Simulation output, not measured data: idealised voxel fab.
process module | voxel transistor to metal
cross-section cut | 195 nm wide | cells 5 nm
A cross-section is a grid of square cells, given in bands from the top down. A band is one or more rows of cells.
Each band's line starts with the height of the band's top and of its bottom, in nm. Then come its materials from left to right, each with its width in nm. One material with "throughout" fills the band from edge to edge. "air" is empty space.
Height 0 is the level under which the wafer as received is all one material. The lowest band goes on downwards, as in "0 down".
A width such as "30 to 40" changes by the same amount from each row of cells to the next, from the band's top row to its bottom row.
"no change" after a step means that no cell of the cross-section changed.
closed voids: empty space of 8 cells or more with no open way to the top, each as width x height at its distance from the left edge, in nm
after a step's settings: what the simulator itself notes on the step
overlay nm, on a step with a mask: how far to the right of its planned place the mask lay; to the left if negative
plan
1 op RECEIVE | material Si
2 op OXIDIZE | depth nm 5
3 op CONFORMAL_DEP | material SiN | thk nm 10
4 op DIRECTIONAL_DEP | material aC | thk nm 10
5 op PATTERN | tone cover | mask id ACTIVE | material resist | width nm 115 | thk nm 30 | overlay nm 0
6 op DIRECTIONAL_ETCH | etch materials aC | depth nm 10
7 op STRIP | etch materials resist
8 op DIRECTIONAL_ETCH | etch materials SiN | depth nm 10
9 op DIRECTIONAL_ETCH | etch materials SiO2 | depth nm 5
10 op DIRECTIONAL_ETCH | etch materials Si | depth nm 20
11 op STRIP | etch materials aC
12 op OXIDIZE | depth nm 5
13 op FILL_DEP | material SiO2 | thk nm 5
14 op CMP | height nm 10
15 op SELECTIVE_ETCH | etch materials SiO2 | depth nm 10
16 op STRIP | etch materials SiN
17 op SELECTIVE_ETCH | etch materials SiO2 | depth nm 5
18 op OXIDIZE | depth nm 5
19 op DIRECTIONAL_DEP | material polySi | thk nm 30
20 op DIRECTIONAL_DEP | material SiCN | thk nm 15
21 op PATTERN | tone cover | mask id GATE | material resist | width nm 25 | thk nm 20 | overlay nm 0
22 op DIRECTIONAL_ETCH | etch materials SiCN | depth nm 25
23 op DIRECTIONAL_ETCH | etch materials polySi | depth nm 40
24 op STRIP | etch materials resist
25 op CONFORMAL_DEP | material SiO2 | thk nm 5
26 op DIRECTIONAL_ETCH | etch materials SiO2 | depth nm 5
27 op CONFORMAL_DEP | material SiN | thk nm 5
28 op DIRECTIONAL_ETCH | etch materials SiN | depth nm 5
29 op DIRECTIONAL_ETCH | etch materials SiO2 | depth nm 5
30 op DIRECTIONAL_ETCH | etch materials Si | depth nm 10
31 op EPI | material nSi | thk nm 10
32 op FILL_DEP | material SiO2 | thk nm 10
33 op CMP | height nm 25
34 op STRIP | etch materials polySi
35 op SELECTIVE_ETCH | etch materials SiO2 | depth nm 5
36 op CONFORMAL_DEP | material HfO2 | thk nm 5
37 op CONFORMAL_DEP | material TiN | thk nm 5
38 op FILL_DEP | material W | thk nm 10
39 op CMP | height nm 20
40 op DIRECTIONAL_DEP | material SiO2 | thk nm 10
41 op MASKED_ETCH | tone open | mask id CONTACT | width nm 20 | pitch nm 85 | etch materials SiO2 | depth nm 40 | overlay nm 0
42 op CONFORMAL_DEP | material TiN | thk nm 5
43 op FILL_DEP | material W | thk nm 5
44 op CMP | height nm 30
45 op CONFORMAL_DEP | material SiN | thk nm 5
46 op DIRECTIONAL_DEP | material SiO2 | thk nm 20
47 op MASKED_ETCH | tone open | mask id METAL_1 | width nm 20 | pitch nm 85 | etch materials SiO2 | depth nm 20 | overlay nm 0
48 op MASKED_ETCH | tone open | mask id METAL_1 | width nm 20 | pitch nm 85 | etch materials SiN | depth nm 5 | overlay nm 0
49 op CONFORMAL_DEP | material TiN | thk nm 5
50 op FILL_DEP | material W | thk nm 10
51 op CMP | height nm 55
52 op EPI | material Ru | thk nm 5
53 op FILL_DEP | material SiCN | thk nm 5
54 op DIRECTIONAL_DEP | material lowk | thk nm 30
55 op DIRECTIONAL_DEP | material aC | thk nm 15
56 op PATTERN | tone open | mask id METAL_2_HOLES | material resist | width nm 15 | pitch nm 85 | thk nm 30 | overlay nm 0
57 op DIRECTIONAL_ETCH | etch materials aC | depth nm 15
58 op STRIP | etch materials resist
59 op DIRECTIONAL_ETCH | etch materials lowk | depth nm 30
60 op STRIP | etch materials aC
61 op MASKED_ETCH | tone open | mask id METAL_2 | width nm 20 | pitch nm 85 | etch materials lowk | depth nm 20 | overlay nm 0
62 op MASKED_ETCH | tone open | mask id METAL_2 | width nm 20 | pitch nm 85 | etch materials SiCN | depth nm 5 | overlay nm 0
63 op CONFORMAL_DEP | material TiN | thk nm 5
64 op FILL_DEP | material Cu | thk nm 10
65 op CMP | height nm 95
66 op CONFORMAL_DEP | material SiN | thk nm 5
first wafer, as planned
as received, after step 1
  0 down: Si throughout
  closed voids: none
after step 2
  0 to -5: SiO2 throughout
  below -5: unchanged
after step 3
  10 to 0: SiN throughout
  below 0: unchanged
after step 4
  20 to 10: aC throughout
  below 10: unchanged
after step 5
  50 to 20: air 40 | resist 115 | air 40
  below 20: unchanged
after step 6
  40 to 20: air 40 | resist 115 | air 40
  20 to 10: air 40 | aC 115 | air 40
  below 10: unchanged
after step 7
  20 to 10: air 40 | aC 115 | air 40
  below 10: unchanged
after step 8
  20 to 10: air 40 | aC 115 | air 40
  10 to 0: air 40 | SiN 115 | air 40
  below 0: unchanged
after step 9
  20 to 10: air 40 | aC 115 | air 40
  10 to 0: air 40 | SiN 115 | air 40
  0 to -5: air 40 | SiO2 115 | air 40
  below -5: unchanged
after step 10
  20 to 10: air 40 | aC 115 | air 40
  10 to 0: air 40 | SiN 115 | air 40
  0 to -5: air 40 | SiO2 115 | air 40
  -5 to -25: air 40 | Si 115 | air 40
  below -25: unchanged
after step 11
  10 to 0: air 40 | SiN 115 | air 40
  below 0: unchanged
after step 12
  10 to 0: air 40 | SiN 115 | air 40
  0 to -5: air 40 | SiO2 115 | air 40
  -5 to -25: air 40 | SiO2 5 | Si 105 | SiO2 5 | air 40
  -25 to -30: SiO2 45 | Si 105 | SiO2 45
  below -30: unchanged
after step 13
  15 to 10: SiO2 throughout
  10 to 0: SiO2 40 | SiN 115 | SiO2 40
  0 to -5: SiO2 throughout
  -5 to -30: SiO2 45 | Si 105 | SiO2 45
  below -30: unchanged
after step 14
  10 to 0: SiO2 40 | SiN 115 | SiO2 40
  below 0: unchanged
after step 15
  10 to 0: air 40 | SiN 115 | air 40
  below 0: unchanged
after step 16
  0 to -5: SiO2 throughout
  below -5: unchanged
after step 17
  -5 to -30: SiO2 45 | Si 105 | SiO2 45
  below -30: unchanged
after step 18
  -5 to -10: SiO2 throughout
  below -10: unchanged
after step 19
  25 to -5: polySi throughout
  below -5: unchanged
after step 20
  40 to 25: SiCN throughout
  below 25: unchanged
after step 21
  60 to 40: air 85 | resist 25 | air 85
  below 40: unchanged
after step 22
  60 to 40: air 85 | resist 25 | air 85
  40 to 25: air 85 | SiCN 25 | air 85
  below 25: unchanged
after step 23
  60 to 40: air 85 | resist 25 | air 85
  40 to 25: air 85 | SiCN 25 | air 85
  25 to -5: air 85 | polySi 25 | air 85
  below -5: unchanged
after step 24
  40 to 25: air 85 | SiCN 25 | air 85
  below 25: unchanged
after step 25
  45 to 40: air 80 | SiO2 35 | air 80
  40 to 25: air 80 | SiO2 5 | SiCN 25 | SiO2 5 | air 80
  25 to 0: air 80 | SiO2 5 | polySi 25 | SiO2 5 | air 80
  0 to -5: SiO2 85 | polySi 25 | SiO2 85
  below -5: unchanged
after step 26
  40 to 25: air 80 | SiO2 5 | SiCN 25 | SiO2 5 | air 80
  25 to -5: air 80 | SiO2 5 | polySi 25 | SiO2 5 | air 80
  below -5: unchanged
after step 27
  45 to 40: air 75 | SiN 45 | air 75
  40 to 25: air 75 | SiN 5 | SiO2 5 | SiCN 25 | SiO2 5 | SiN 5 | air 75
  25 to 0: air 75 | SiN 5 | SiO2 5 | polySi 25 | SiO2 5 | SiN 5 | air 75
  0 to -5: SiN 80 | SiO2 5 | polySi 25 | SiO2 5 | SiN 80
  below -5: unchanged
after step 28
  40 to 25: air 75 | SiN 5 | SiO2 5 | SiCN 25 | SiO2 5 | SiN 5 | air 75
  25 to -5: air 75 | SiN 5 | SiO2 5 | polySi 25 | SiO2 5 | SiN 5 | air 75
  below -5: unchanged
after step 29
  40 to 35: air 75 | SiN 5 | air 5 | SiCN 25 | air 5 | SiN 5 | air 75
  35 to 25: air 75 | SiN 5 | SiO2 5 | SiCN 25 | SiO2 5 | SiN 5 | air 75
  25 to -5: air 75 | SiN 5 | SiO2 5 | polySi 25 | SiO2 5 | SiN 5 | air 75
  -5 to -10: air 75 | SiO2 45 | air 75
  below -10: unchanged
after step 30
  40 to 35: air 75 | SiN 5 | air 5 | SiCN 25 | air 5 | SiN 5 | air 75
  35 to 25: air 75 | SiN 5 | SiO2 5 | SiCN 25 | SiO2 5 | SiN 5 | air 75
  25 to -5: air 75 | SiN 5 | SiO2 5 | polySi 25 | SiO2 5 | SiN 5 | air 75
  -5 to -10: air 75 | SiO2 45 | air 75
  -10 to -20: SiO2 45 | air 30 | Si 45 | air 30 | SiO2 45
  below -20: unchanged
after step 31
  40 to 35: air 75 | SiN 5 | air 5 | SiCN 25 | air 5 | SiN 5 | air 75
  35 to 25: air 75 | SiN 5 | SiO2 5 | SiCN 25 | SiO2 5 | SiN 5 | air 75
  25 to 0: air 75 | SiN 5 | SiO2 5 | polySi 25 | SiO2 5 | SiN 5 | air 75
  0 to -5: air 65 | nSi 10 | SiN 5 | SiO2 5 | polySi 25 | SiO2 5 | SiN 5 | nSi 10 | air 65
  -5 to -10: air 65 | nSi 10 | SiO2 45 | nSi 10 | air 65
  -10 to -20: SiO2 45 | nSi 30 | Si 45 | nSi 30 | SiO2 45
  below -20: unchanged
after step 32
  50 to 40: SiO2 throughout
  40 to 25: SiO2 75 | SiN 5 | SiO2 5 | SiCN 25 | SiO2 5 | SiN 5 | SiO2 75
  25 to 0: SiO2 75 | SiN 5 | SiO2 5 | polySi 25 | SiO2 5 | SiN 5 | SiO2 75
  0 to -5: SiO2 65 | nSi 10 | SiN 5 | SiO2 5 | polySi 25 | SiO2 5 | SiN 5 | nSi 10 | SiO2 65
  -5 to -10: SiO2 65 | nSi 10 | SiO2 45 | nSi 10 | SiO2 65
  below -10: unchanged
after step 33
  25 to 0: SiO2 75 | SiN 5 | SiO2 5 | polySi 25 | SiO2 5 | SiN 5 | SiO2 75
  below 0: unchanged
after step 34
  25 to 0: SiO2 75 | SiN 5 | SiO2 5 | air 25 | SiO2 5 | SiN 5 | SiO2 75
  0 to -5: SiO2 65 | nSi 10 | SiN 5 | SiO2 5 | air 25 | SiO2 5 | SiN 5 | nSi 10 | SiO2 65
  below -5: unchanged
after step 35
  25 to 20: air 75 | SiN 5 | air 35 | SiN 5 | air 75
  20 to 0: SiO2 75 | SiN 5 | air 35 | SiN 5 | SiO2 75
  0 to -5: SiO2 65 | nSi 10 | SiN 5 | air 35 | SiN 5 | nSi 10 | SiO2 65
  -5 to -10: SiO2 65 | nSi 10 | SiO2 5 | air 35 | SiO2 5 | nSi 10 | SiO2 65
  below -10: unchanged
after step 36
  30 to 25: air 70 | HfO2 15 | air 25 | HfO2 15 | air 70
  25 to 20: HfO2 75 | SiN 5 | HfO2 5 | air 25 | HfO2 5 | SiN 5 | HfO2 75
  20 to 0: SiO2 75 | SiN 5 | HfO2 5 | air 25 | HfO2 5 | SiN 5 | SiO2 75
  0 to -5: SiO2 65 | nSi 10 | SiN 5 | HfO2 5 | air 25 | HfO2 5 | SiN 5 | nSi 10 | SiO2 65
  -5 to -10: SiO2 65 | nSi 10 | SiO2 5 | HfO2 35 | SiO2 5 | nSi 10 | SiO2 65
  below -10: unchanged
after step 37
  35 to 30: air 65 | TiN 25 | air 15 | TiN 25 | air 65
  30 to 25: TiN 70 | HfO2 15 | TiN 5 | air 15 | TiN 5 | HfO2 15 | TiN 70
  25 to 20: HfO2 75 | SiN 5 | HfO2 5 | TiN 5 | air 15 | TiN 5 | HfO2 5 | SiN 5 | HfO2 75
  20 to 0: SiO2 75 | SiN 5 | HfO2 5 | TiN 5 | air 15 | TiN 5 | HfO2 5 | SiN 5 | SiO2 75
  0 to -5: SiO2 65 | nSi 10 | SiN 5 | HfO2 5 | TiN 25 | HfO2 5 | SiN 5 | nSi 10 | SiO2 65
  below -5: unchanged
after step 38
  45 to 35: W throughout
  35 to 30: W 65 | TiN 25 | W 15 | TiN 25 | W 65
  30 to 25: TiN 70 | HfO2 15 | TiN 5 | W 15 | TiN 5 | HfO2 15 | TiN 70
  25 to 20: HfO2 75 | SiN 5 | HfO2 5 | TiN 5 | W 15 | TiN 5 | HfO2 5 | SiN 5 | HfO2 75
  20 to 0: SiO2 75 | SiN 5 | HfO2 5 | TiN 5 | W 15 | TiN 5 | HfO2 5 | SiN 5 | SiO2 75
  below 0: unchanged
after step 39
  20 to 0: SiO2 75 | SiN 5 | HfO2 5 | TiN 5 | W 15 | TiN 5 | HfO2 5 | SiN 5 | SiO2 75
  below 0: unchanged
after step 40
  30 to 20: SiO2 throughout
  below 20: unchanged
after step 41
  30 to 20: SiO2 45 | air 20 | SiO2 65 | air 20 | SiO2 45
  20 to 0: SiO2 45 | air 20 | SiO2 10 | SiN 5 | HfO2 5 | TiN 5 | W 15 | TiN 5 | HfO2 5 | SiN 5 | SiO2 10 | air 20 | SiO2 45
  0 to -5: SiO2 45 | air 20 | nSi 10 | SiN 5 | HfO2 5 | TiN 25 | HfO2 5 | SiN 5 | nSi 10 | air 20 | SiO2 45
  -5 to -10: SiO2 45 | air 20 | nSi 10 | SiO2 5 | HfO2 35 | SiO2 5 | nSi 10 | air 20 | SiO2 45
  below -10: unchanged
after step 42
  35 to 30: TiN 50 | air 10 | TiN 75 | air 10 | TiN 50
  30 to 20: SiO2 45 | TiN 5 | air 10 | TiN 5 | SiO2 65 | TiN 5 | air 10 | TiN 5 | SiO2 45
  20 to 0: SiO2 45 | TiN 5 | air 10 | TiN 5 | SiO2 10 | SiN 5 | HfO2 5 | TiN 5 | W 15 | TiN 5 | HfO2 5 | SiN 5 | SiO2 10 | TiN 5 | air 10 | TiN 5 | SiO2 45
  0 to -5: SiO2 45 | TiN 5 | air 10 | TiN 5 | nSi 10 | SiN 5 | HfO2 5 | TiN 25 | HfO2 5 | SiN 5 | nSi 10 | TiN 5 | air 10 | TiN 5 | SiO2 45
  -5 to -10: SiO2 45 | TiN 20 | nSi 10 | SiO2 5 | HfO2 35 | SiO2 5 | nSi 10 | TiN 20 | SiO2 45
  below -10: unchanged
after step 43
  40 to 35: W throughout
  35 to 30: TiN 50 | W 10 | TiN 75 | W 10 | TiN 50
  30 to 20: SiO2 45 | TiN 5 | W 10 | TiN 5 | SiO2 65 | TiN 5 | W 10 | TiN 5 | SiO2 45
  20 to 0: SiO2 45 | TiN 5 | W 10 | TiN 5 | SiO2 10 | SiN 5 | HfO2 5 | TiN 5 | W 15 | TiN 5 | HfO2 5 | SiN 5 | SiO2 10 | TiN 5 | W 10 | TiN 5 | SiO2 45
  0 to -5: SiO2 45 | TiN 5 | W 10 | TiN 5 | nSi 10 | SiN 5 | HfO2 5 | TiN 25 | HfO2 5 | SiN 5 | nSi 10 | TiN 5 | W 10 | TiN 5 | SiO2 45
  below -5: unchanged
after step 44
  30 to 20: SiO2 45 | TiN 5 | W 10 | TiN 5 | SiO2 65 | TiN 5 | W 10 | TiN 5 | SiO2 45
  below 20: unchanged
after step 45
  35 to 30: SiN throughout
  below 30: unchanged
after step 46
  55 to 35: SiO2 throughout
  below 35: unchanged
after step 47
  55 to 35: SiO2 45 | air 20 | SiO2 65 | air 20 | SiO2 45
  below 35: unchanged
after step 48
  55 to 35: SiO2 45 | air 20 | SiO2 65 | air 20 | SiO2 45
  35 to 30: SiN 45 | air 20 | SiN 65 | air 20 | SiN 45
  below 30: unchanged
after step 49
  60 to 55: TiN 50 | air 10 | TiN 75 | air 10 | TiN 50
  55 to 35: SiO2 45 | TiN 5 | air 10 | TiN 5 | SiO2 65 | TiN 5 | air 10 | TiN 5 | SiO2 45
  35 to 30: SiN 45 | TiN 20 | SiN 65 | TiN 20 | SiN 45
  below 30: unchanged
after step 50
  70 to 60: W throughout
  60 to 55: TiN 50 | W 10 | TiN 75 | W 10 | TiN 50
  55 to 35: SiO2 45 | TiN 5 | W 10 | TiN 5 | SiO2 65 | TiN 5 | W 10 | TiN 5 | SiO2 45
  below 35: unchanged
after step 51
  55 to 35: SiO2 45 | TiN 5 | W 10 | TiN 5 | SiO2 65 | TiN 5 | W 10 | TiN 5 | SiO2 45
  below 35: unchanged
after step 52
  60 to 55: air 40 | Ru 30 | air 55 | Ru 30 | air 40
  below 55: unchanged
after step 53
  65 to 60: SiCN throughout
  60 to 55: SiCN 40 | Ru 30 | SiCN 55 | Ru 30 | SiCN 40
  below 55: unchanged
after step 54
  95 to 65: lowk throughout
  below 65: unchanged
after step 55
  110 to 95: aC throughout
  below 95: unchanged
after step 56
  140 to 110: resist 45 | air 15 | resist 70 | air 15 | resist 50
  below 110: unchanged
after step 57
  125 to 110: resist 45 | air 15 | resist 70 | air 15 | resist 50
  110 to 95: aC 45 | air 15 | aC 70 | air 15 | aC 50
  below 95: unchanged
after step 58
  110 to 95: aC 45 | air 15 | aC 70 | air 15 | aC 50
  below 95: unchanged
after step 59
  110 to 95: aC 45 | air 15 | aC 70 | air 15 | aC 50
  95 to 65: lowk 45 | air 15 | lowk 70 | air 15 | lowk 50
  below 65: unchanged
after step 60
  95 to 65: lowk 45 | air 15 | lowk 70 | air 15 | lowk 50
  below 65: unchanged
after step 61
  95 to 75: lowk 45 | air 20 | lowk 65 | air 20 | lowk 45
  below 75: unchanged
after step 62
  95 to 75: lowk 45 | air 20 | lowk 65 | air 20 | lowk 45
  75 to 65: lowk 45 | air 15 | lowk 70 | air 15 | lowk 50
  65 to 60: SiCN 45 | air 15 | SiCN 70 | air 15 | SiCN 50
  below 60: unchanged
after step 63
  100 to 95: TiN 50 | air 10 | TiN 75 | air 10 | TiN 50
  95 to 80: lowk 45 | TiN 5 | air 10 | TiN 5 | lowk 65 | TiN 5 | air 10 | TiN 5 | lowk 45
  80 to 75: lowk 45 | TiN 5 | air 5 | TiN 10 | lowk 65 | TiN 5 | air 5 | TiN 10 | lowk 45
  75 to 65: lowk 45 | TiN 5 | air 5 | TiN 5 | lowk 70 | TiN 5 | air 5 | TiN 5 | lowk 50
  65 to 60: SiCN 45 | TiN 15 | SiCN 70 | TiN 15 | SiCN 50
  below 60: unchanged
after step 64
  110 to 100: Cu throughout
  100 to 95: TiN 50 | Cu 10 | TiN 75 | Cu 10 | TiN 50
  95 to 80: lowk 45 | TiN 5 | Cu 10 | TiN 5 | lowk 65 | TiN 5 | Cu 10 | TiN 5 | lowk 45
  80 to 75: lowk 45 | TiN 5 | Cu 5 | TiN 10 | lowk 65 | TiN 5 | Cu 5 | TiN 10 | lowk 45
  75 to 65: lowk 45 | TiN 5 | Cu 5 | TiN 5 | lowk 70 | TiN 5 | Cu 5 | TiN 5 | lowk 50
  below 65: unchanged
after step 65
  95 to 80: lowk 45 | TiN 5 | Cu 10 | TiN 5 | lowk 65 | TiN 5 | Cu 10 | TiN 5 | lowk 45
  below 80: unchanged
after step 66
  100 to 95: SiN throughout
  below 95: unchanged
second wafer: like start, like plan, one mistake. Through step 29 it matches the first wafer
when step 30 should have ended
  40 to 35: air 75 | SiN 5 | air 5 | SiCN 25 | air 5 | SiN 5 | air 75
  35 to 25: air 75 | SiN 5 | SiO2 5 | SiCN 25 | SiO2 5 | SiN 5 | air 75
  25 to -5: air 75 | SiN 5 | SiO2 5 | polySi 25 | SiO2 5 | SiN 5 | air 75
  -5 to -10: air 75 | SiO2 45 | air 75
  -10 to -15: SiO2 45 | air 30 | Si 45 | air 30 | SiO2 45
  below -15: unchanged
when step 31 should have ended
  40 to 35: air 75 | SiN 5 | air 5 | SiCN 25 | air 5 | SiN 5 | air 75
  35 to 25: air 75 | SiN 5 | SiO2 5 | SiCN 25 | SiO2 5 | SiN 5 | air 75
  25 to 0: air 75 | SiN 5 | SiO2 5 | polySi 25 | SiO2 5 | SiN 5 | air 75
  0 to -5: air 65 | nSi 10 | SiN 5 | SiO2 5 | polySi 25 | SiO2 5 | SiN 5 | nSi 10 | air 65
  -5 to -10: air 40 | nSi 35 | SiO2 45 | nSi 35 | air 40
  -10 to -15: SiO2 45 | nSi 30 | Si 45 | nSi 30 | SiO2 45
  below -15: unchanged
when step 32 should have ended
  50 to 40: SiO2 throughout
  40 to 25: SiO2 75 | SiN 5 | SiO2 5 | SiCN 25 | SiO2 5 | SiN 5 | SiO2 75
  25 to 0: SiO2 75 | SiN 5 | SiO2 5 | polySi 25 | SiO2 5 | SiN 5 | SiO2 75
  0 to -5: SiO2 65 | nSi 10 | SiN 5 | SiO2 5 | polySi 25 | SiO2 5 | SiN 5 | nSi 10 | SiO2 65
  -5 to -10: SiO2 40 | nSi 35 | SiO2 45 | nSi 35 | SiO2 40
  below -10: unchanged
when step 33 should have ended
  25 to 0: SiO2 75 | SiN 5 | SiO2 5 | polySi 25 | SiO2 5 | SiN 5 | SiO2 75
  below 0: unchanged
when step 34 should have ended
  25 to 0: SiO2 75 | SiN 5 | SiO2 5 | air 25 | SiO2 5 | SiN 5 | SiO2 75
  0 to -5: SiO2 65 | nSi 10 | SiN 5 | SiO2 5 | air 25 | SiO2 5 | SiN 5 | nSi 10 | SiO2 65
  below -5: unchanged
when step 35 should have ended
  25 to 20: air 75 | SiN 5 | air 35 | SiN 5 | air 75
  20 to 0: SiO2 75 | SiN 5 | air 35 | SiN 5 | SiO2 75
  0 to -5: SiO2 65 | nSi 10 | SiN 5 | air 35 | SiN 5 | nSi 10 | SiO2 65
  -5 to -10: SiO2 40 | nSi 35 | SiO2 5 | air 35 | SiO2 5 | nSi 35 | SiO2 40
  below -10: unchanged
when step 36 should have ended
  30 to 25: air 70 | HfO2 15 | air 25 | HfO2 15 | air 70
  25 to 20: HfO2 75 | SiN 5 | HfO2 5 | air 25 | HfO2 5 | SiN 5 | HfO2 75
  20 to 0: SiO2 75 | SiN 5 | HfO2 5 | air 25 | HfO2 5 | SiN 5 | SiO2 75
  0 to -5: SiO2 65 | nSi 10 | SiN 5 | HfO2 5 | air 25 | HfO2 5 | SiN 5 | nSi 10 | SiO2 65
  -5 to -10: SiO2 40 | nSi 35 | SiO2 5 | HfO2 35 | SiO2 5 | nSi 35 | SiO2 40
  below -10: unchanged
when step 37 should have ended
  35 to 30: air 65 | TiN 25 | air 15 | TiN 25 | air 65
  30 to 25: TiN 70 | HfO2 15 | TiN 5 | air 15 | TiN 5 | HfO2 15 | TiN 70
  25 to 20: HfO2 75 | SiN 5 | HfO2 5 | TiN 5 | air 15 | TiN 5 | HfO2 5 | SiN 5 | HfO2 75
  20 to 0: SiO2 75 | SiN 5 | HfO2 5 | TiN 5 | air 15 | TiN 5 | HfO2 5 | SiN 5 | SiO2 75
  0 to -5: SiO2 65 | nSi 10 | SiN 5 | HfO2 5 | TiN 25 | HfO2 5 | SiN 5 | nSi 10 | SiO2 65
  below -5: unchanged
when step 38 should have ended
  45 to 35: W throughout
  35 to 30: W 65 | TiN 25 | W 15 | TiN 25 | W 65
  30 to 25: TiN 70 | HfO2 15 | TiN 5 | W 15 | TiN 5 | HfO2 15 | TiN 70
  25 to 20: HfO2 75 | SiN 5 | HfO2 5 | TiN 5 | W 15 | TiN 5 | HfO2 5 | SiN 5 | HfO2 75
  20 to 0: SiO2 75 | SiN 5 | HfO2 5 | TiN 5 | W 15 | TiN 5 | HfO2 5 | SiN 5 | SiO2 75
  below 0: unchanged
when step 39 should have ended
  20 to 0: SiO2 75 | SiN 5 | HfO2 5 | TiN 5 | W 15 | TiN 5 | HfO2 5 | SiN 5 | SiO2 75
  below 0: unchanged
when step 40 should have ended
  30 to 20: SiO2 throughout
  below 20: unchanged
when step 41 should have ended
  30 to 20: SiO2 45 | air 20 | SiO2 65 | air 20 | SiO2 45
  20 to 0: SiO2 45 | air 20 | SiO2 10 | SiN 5 | HfO2 5 | TiN 5 | W 15 | TiN 5 | HfO2 5 | SiN 5 | SiO2 10 | air 20 | SiO2 45
  0 to -5: SiO2 45 | air 20 | nSi 10 | SiN 5 | HfO2 5 | TiN 25 | HfO2 5 | SiN 5 | nSi 10 | air 20 | SiO2 45
  below -5: unchanged
when step 42 should have ended
  35 to 30: TiN 50 | air 10 | TiN 75 | air 10 | TiN 50
  30 to 20: SiO2 45 | TiN 5 | air 10 | TiN 5 | SiO2 65 | TiN 5 | air 10 | TiN 5 | SiO2 45
  20 to 0: SiO2 45 | TiN 5 | air 10 | TiN 5 | SiO2 10 | SiN 5 | HfO2 5 | TiN 5 | W 15 | TiN 5 | HfO2 5 | SiN 5 | SiO2 10 | TiN 5 | air 10 | TiN 5 | SiO2 45
  0 to -5: SiO2 45 | TiN 20 | nSi 10 | SiN 5 | HfO2 5 | TiN 25 | HfO2 5 | SiN 5 | nSi 10 | TiN 20 | SiO2 45
  below -5: unchanged
when step 43 should have ended
  40 to 35: W throughout
  35 to 30: TiN 50 | W 10 | TiN 75 | W 10 | TiN 50
  30 to 20: SiO2 45 | TiN 5 | W 10 | TiN 5 | SiO2 65 | TiN 5 | W 10 | TiN 5 | SiO2 45
  20 to 0: SiO2 45 | TiN 5 | W 10 | TiN 5 | SiO2 10 | SiN 5 | HfO2 5 | TiN 5 | W 15 | TiN 5 | HfO2 5 | SiN 5 | SiO2 10 | TiN 5 | W 10 | TiN 5 | SiO2 45
  below 0: unchanged
when step 44 should have ended
  30 to 20: SiO2 45 | TiN 5 | W 10 | TiN 5 | SiO2 65 | TiN 5 | W 10 | TiN 5 | SiO2 45
  below 20: unchanged
when step 45 should have ended
  35 to 30: SiN throughout
  below 30: unchanged
when step 46 should have ended
  55 to 35: SiO2 throughout
  below 35: unchanged
when step 47 should have ended
  55 to 35: SiO2 45 | air 20 | SiO2 65 | air 20 | SiO2 45
  below 35: unchanged
when step 48 should have ended
  55 to 35: SiO2 45 | air 20 | SiO2 65 | air 20 | SiO2 45
  35 to 30: SiN 45 | air 20 | SiN 65 | air 20 | SiN 45
  below 30: unchanged
when step 49 should have ended
  60 to 55: TiN 50 | air 10 | TiN 75 | air 10 | TiN 50
  55 to 35: SiO2 45 | TiN 5 | air 10 | TiN 5 | SiO2 65 | TiN 5 | air 10 | TiN 5 | SiO2 45
  35 to 30: SiN 45 | TiN 20 | SiN 65 | TiN 20 | SiN 45
  below 30: unchanged
when step 50 should have ended
  70 to 60: W throughout
  60 to 55: TiN 50 | W 10 | TiN 75 | W 10 | TiN 50
  55 to 35: SiO2 45 | TiN 5 | W 10 | TiN 5 | SiO2 65 | TiN 5 | W 10 | TiN 5 | SiO2 45
  below 35: unchanged
when step 51 should have ended
  55 to 35: SiO2 45 | TiN 5 | W 10 | TiN 5 | SiO2 65 | TiN 5 | W 10 | TiN 5 | SiO2 45
  below 35: unchanged
when step 52 should have ended
  60 to 55: air 40 | Ru 30 | air 55 | Ru 30 | air 40
  below 55: unchanged
when step 53 should have ended
  65 to 60: SiCN throughout
  60 to 55: SiCN 40 | Ru 30 | SiCN 55 | Ru 30 | SiCN 40
  below 55: unchanged
when step 54 should have ended
  95 to 65: lowk throughout
  below 65: unchanged
when step 55 should have ended
  110 to 95: aC throughout
  below 95: unchanged
when step 56 should have ended
  140 to 110: resist 45 | air 15 | resist 70 | air 15 | resist 50
  below 110: unchanged
when step 57 should have ended
  125 to 110: resist 45 | air 15 | resist 70 | air 15 | resist 50
  110 to 95: aC 45 | air 15 | aC 70 | air 15 | aC 50
  below 95: unchanged
when step 58 should have ended
  110 to 95: aC 45 | air 15 | aC 70 | air 15 | aC 50
  below 95: unchanged
when step 59 should have ended
  110 to 95: aC 45 | air 15 | aC 70 | air 15 | aC 50
  95 to 65: lowk 45 | air 15 | lowk 70 | air 15 | lowk 50
  below 65: unchanged
when step 60 should have ended
  95 to 65: lowk 45 | air 15 | lowk 70 | air 15 | lowk 50
  below 65: unchanged
when step 61 should have ended
  95 to 75: lowk 45 | air 20 | lowk 65 | air 20 | lowk 45
  below 75: unchanged
when step 62 should have ended
  95 to 75: lowk 45 | air 20 | lowk 65 | air 20 | lowk 45
  75 to 65: lowk 45 | air 15 | lowk 70 | air 15 | lowk 50
  65 to 60: SiCN 45 | air 15 | SiCN 70 | air 15 | SiCN 50
  below 60: unchanged
when step 63 should have ended
  100 to 95: TiN 50 | air 10 | TiN 75 | air 10 | TiN 50
  95 to 80: lowk 45 | TiN 5 | air 10 | TiN 5 | lowk 65 | TiN 5 | air 10 | TiN 5 | lowk 45
  80 to 75: lowk 45 | TiN 5 | air 5 | TiN 10 | lowk 65 | TiN 5 | air 5 | TiN 10 | lowk 45
  75 to 65: lowk 45 | TiN 5 | air 5 | TiN 5 | lowk 70 | TiN 5 | air 5 | TiN 5 | lowk 50
  65 to 60: SiCN 45 | TiN 15 | SiCN 70 | TiN 15 | SiCN 50
  below 60: unchanged
when step 64 should have ended
  110 to 100: Cu throughout
  100 to 95: TiN 50 | Cu 10 | TiN 75 | Cu 10 | TiN 50
  95 to 80: lowk 45 | TiN 5 | Cu 10 | TiN 5 | lowk 65 | TiN 5 | Cu 10 | TiN 5 | lowk 45
  80 to 75: lowk 45 | TiN 5 | Cu 5 | TiN 10 | lowk 65 | TiN 5 | Cu 5 | TiN 10 | lowk 45
  75 to 65: lowk 45 | TiN 5 | Cu 5 | TiN 5 | lowk 70 | TiN 5 | Cu 5 | TiN 5 | lowk 50
  below 65: unchanged
when step 65 should have ended
  95 to 80: lowk 45 | TiN 5 | Cu 10 | TiN 5 | lowk 65 | TiN 5 | Cu 10 | TiN 5 | lowk 45
  below 80: unchanged
when step 66 should have ended
  100 to 95: SiN throughout
  below 95: unchanged
what went wrong: step 30 ran as: op DIRECTIONAL_ETCH | etch materials Si | depth nm 5
at the end the second wafer has, in cells: 12 more of Si | 2 fewer of SiO2 | 4 fewer of TiN | 4 fewer of W | 2 fewer of nSi
